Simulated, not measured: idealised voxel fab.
process module | voxel self aligned contacts
cross-section cut | 190 nm wide | cells 5 nm
A cross-section is a grid of square cells, given in bands from the top down. A band is one or more rows of cells.
Each band's line starts with the height of the band's top and of its bottom, in nm. Then come its materials from left to right, each with its width in nm. One material with "throughout" fills the band from edge to edge. "air" is empty space.
Height 0 is the level under which the wafer as received is all one material. The lowest band goes on downwards, as in "0 down".
A width such as "30 to 40" changes by the same amount from each row of cells to the next, from the band's top row to its bottom row.
"no change" after a step means that no cell of the cross-section changed.
closed voids: empty space of 8 cells or more with no open way to the top, each as width x height at its distance from the left edge, in nm
after a step's settings: what the simulator itself notes on the step
overlay nm, on a step with a mask: how far to the right of its planned place the mask lay; to the left if negative
plan
1 op RECEIVE | material Si
2 op OXIDIZE | depth nm 5
3 op DIRECTIONAL_DEP | material polySi | thk nm 15
4 op DIRECTIONAL_DEP | material SiN | thk nm 25
5 op PATTERN | tone cover | mask id GATE | material resist | width nm 25 | pitch nm 60 | thk nm 20 | overlay nm 0
6 op DIRECTIONAL_ETCH | etch materials SiN | depth nm 25
7 op DIRECTIONAL_ETCH | etch materials polySi | depth nm 25
8 op STRIP | etch materials resist
9 op CONFORMAL_DEP | material SiN | thk nm 10
10 op DIRECTIONAL_ETCH | etch materials SiN | depth nm 10
11 op FILL_DEP | material SiO2 | thk nm 20
12 op CMP | height nm 60
13 op DIRECTIONAL_DEP | material aC | thk nm 10
14 op PATTERN | tone open | mask id CONTACT | material resist | width nm 45 | thk nm 25 | overlay nm 0
15 op DIRECTIONAL_ETCH | etch materials aC | depth nm 10
16 op STRIP | etch materials resist
17 op DIRECTIONAL_ETCH | etch materials SiO2 | depth nm 65
18 op STRIP | etch materials aC
19 op CONFORMAL_DEP | material TiN | thk nm 5
20 op FILL_DEP | material Ru | thk nm 10
21 op CMP | height nm 60
22 op CONFORMAL_DEP | material SiCN | thk nm 5
varied across the wafers: thk nm of step 3. The plan shows the first wafer's value. All wafers start alike
first wafer as received, after step 1
  0 down: Si throughout
  closed voids: none
each wafer at the end: cells of each material gained (+) or lost (-) since it was received, then its closed voids
thk nm 15 | +30 Ru | -38 Si | +38 SiCN | +114 SiN | +287 SiO2 | +33 TiN | +30 polySi | closed voids: none
thk nm 20 | +24 Ru | -38 Si | +38 SiCN | +122 SiN | +275 SiO2 | +33 TiN | +40 polySi | closed voids: none
thk nm 25 | +18 Ru | -38 Si | +38 SiCN | +130 SiN | +263 SiO2 | +33 TiN | +50 polySi | closed voids: none
thk nm 30 | +10 Ru | -38 Si | +38 SiCN | +130 SiN | +237 SiO2 | +29 TiN | +88 polySi | closed voids: none
thk nm 35 | +9 Ru | -38 Si | +38 SiCN | +130 SiN | +208 SiO2 | +21 TiN | +126 polySi | closed voids: none
thk nm 40 | +8 Ru | -38 Si | +38 SiCN | +112 SiN | +191 SiO2 | +19 TiN | +164 polySi | closed voids: none
